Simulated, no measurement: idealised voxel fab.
This section sets out a process module, namely voxel plated lines.
This is section cut - it's 265 nm across, gridded in 5 nm square cells.
The cross-sections in this document take the form of a grid made of square cells. They are written out as bands, in order from top to bottom. Each band consists of one or more rows of cells.
Per band: top height and bottom height in nm, followed by the left-to-right materials and their widths in nm; "full width" marks a single material spanning edge to edge, "blank" marks empty space.
Height reference: 0 = level under which incoming wafer is all one material. Lowest band: no bottom, runs on downward, e.g. "0 -> down".
Read "30 to 40" as a graded width: first number on top, second number at the bottom, same change between each pair of neighbouring rows.
For the purposes of this document, the phrase "remained unchanged" attached to a step denotes that no cell within the cross-section was modified by that step.
"Entrapped voids" enumerates empty spaces isolated from the top, with no open way to it, that contain at least 8 cells, giving each as width x height at distance from the left edge, all three in nm.
Post-settings text on a step line: simulator's own remark regarding the step.
overlay nm: how far to the right of its planned place the mask lay on this masked step (negative: to the left).
-- Steps in the process plan
1 RECEIVE with material Si
2 CONFORMAL_DEP with material SiO2, thk nm 15
3 DIRECTIONAL_DEP with material TiN, thk nm 5
4 PATTERN with tone open, mask id LINES, material resist, width nm 20, pitch nm 50, thk nm 20, overlay nm 0
5 EPI with material Ru, thk nm 5
6 STRIP with etch materials resist
7 DIRECTIONAL_ETCH with etch materials TiN, depth nm 5
8 CONFORMAL_DEP with material SiN, thk nm 10
For this document, wafers share an identical start and vary in the step 3 thk nm; the plan quotes the first wafer's value.
-- Received condition of the first of several wafers, sectioned: post-step 1
0 -> down  Si full width
Entrapped voids: none
-- each wafer at the end: cells of each material gained (+) or lost (-) since it was received, then its closed voids
thk nm 5; +16 Ru; +138 SiN; +159 SiO2; +16 TiN; Entrapped voids: none
thk nm 10; +16 Ru; +138 SiN; +159 SiO2; +69 TiN; Entrapped voids: none
thk nm 15; +16 Ru; +138 SiN; +159 SiO2; +122 TiN; Entrapped voids: none
thk nm 20; +16 Ru; +138 SiN; +159 SiO2; +175 TiN; Entrapped voids: none
